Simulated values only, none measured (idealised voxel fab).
Title: Process Module voxel self aligned contacts
Section shown: cut. Width: 280 nm. Cell size: 5 nm, square.
Bands, listed from the top down, are how a cross-section gets written in this document; the cross-section itself is a grid of square cells, and a band is one or more rows of them. Quick guide to a band line: top height, bottom height (nm) up front; then every material left to right with its width in nm. Only one material and it's marked "everywhere"? Then it fills the band edge to edge. And "air" just means empty space. Height 0 is the level under which the wafer as received is all one material. The lowest band goes on downwards, as in "z 0 and below". It should be noted that a width expressed as "30->40" varies in equal increments from row to row of cells within the band, taking the value of the first number at the top row and that of the second number at the bottom row. Step marked "everything unchanged"? Then no cell in the cross-section changed in it. "Entrapped voids": empty spaces of 8 cells or more with no open way to the top, each given as width x height at distance, distance from the left edge, all in nm. If you see something after the settings on a step's line, that's the simulator's own remark about that step. "overlay nm" on a masked step: distance the mask lay right of its planned place, negative for left.

These are the steps we planned for the process
1 RECEIVE [material Si]
2 CONFORMAL_DEP [material SiO2] [thk nm 5]
3 DIRECTIONAL_DEP [material polySi] [thk nm 25]
4 DIRECTIONAL_DEP [material SiN] [thk nm 20]
5 PATTERN [tone cover] [mask id GATE] [material resist] [width nm 30] [pitch nm 55] [thk nm 20] [overlay nm 0]
6 DIRECTIONAL_ETCH [etch materials SiN] [depth nm 20]
7 DIRECTIONAL_ETCH [etch materials polySi] [depth nm 25]
8 STRIP [etch materials resist]
9 CONFORMAL_DEP [material SiN] [thk nm 5]
10 DIRECTIONAL_ETCH [etch materials SiN] [depth nm 5]
11 FILL_DEP [material SiO2] [thk nm 10]
12 CMP [height nm 55]
13 PATTERN [tone open] [mask id CONTACT] [material resist] [width nm 35] [pitch nm 55] [thk nm 15] [overlay nm 0]
14 DIRECTIONAL_ETCH [etch materials SiO2] [depth nm 55]
15 STRIP [etch materials resist]
16 CONFORMAL_DEP [material TiN] [thk nm 5]
17 FILL_DEP [material W] [thk nm 10]
18 CMP [height nm 55]
19 CONFORMAL_DEP [material SiN] [thk nm 5]

Wafer as received: cross-section following step 1
  z 0 and below = Si everywhere
  Entrapped voids: none

Cross-section taken at module completion on the first of two wafers; processed per the plan
  z 60 to 55 = SiN everywhere
  z 55 to 50 = SiO2=95 / TiN=15 / W=5 / TiN=15 / SiO2=20 / TiN=15 / W=5 / TiN=15 / SiO2=95
  z 50 to 30 = SiO2=65 / SiN=40 / TiN=5 / W=5 / TiN=5 / SiN=40 / TiN=5 / W=5 / TiN=5 / SiN=40 / SiO2=65
  z 30 to 5 = SiO2=65 / SiN=5 / polySi=30 / SiN=5 / TiN=5 / W=5 / TiN=5 / SiN=5 / polySi=30 / SiN=5 / TiN=5 / W=5 / TiN=5 / SiN=5 / polySi=30 / SiN=5 / SiO2=65
  z 5 to 0 = SiO2=105 / TiN=15 / SiO2=40 / TiN=15 / SiO2=105
  z 0 and below = Si everywhere
  Entrapped voids: none

This cross-section belongs to the second wafer of two at the end of the module; the start and the plan were shared with the first, and the run included one mistake
  z 60 to 55 = SiN everywhere
  z 55 to 50 = SiO2=95 / TiN=15 / W=5 / TiN=15 / SiO2=20 / TiN=15 / W=5 / TiN=15 / SiO2=95
  z 50 to 30 = SiO2=65 / SiN=5 / polySi=30 / SiN=5 / TiN=5 / W=5 / TiN=5 / SiN=5 / polySi=30 / SiN=5 / TiN=5 / W=5 / TiN=5 / SiN=5 / polySi=30 / SiN=5 / SiO2=65
  z 30 to 25 = SiO2=65 / SiN=5 / polySi=30 / SiN=5 / TiN=15 / SiN=5 / polySi=30 / SiN=5 / TiN=15 / SiN=5 / polySi=30 / SiN=5 / SiO2=65
  z 25 to 5 = SiN everywhere
  z 5 to 0 = SiO2 everywhere
  z 0 and below = Si everywhere
  Entrapped voids: none
Processing error: plan vs actual: 3 and 4 interchanged
Looking at both finished wafers in cells, the second ends up ahead of or behind the first on some materials: +128 SiN | -98 SiO2 | -20 TiN | -10 W
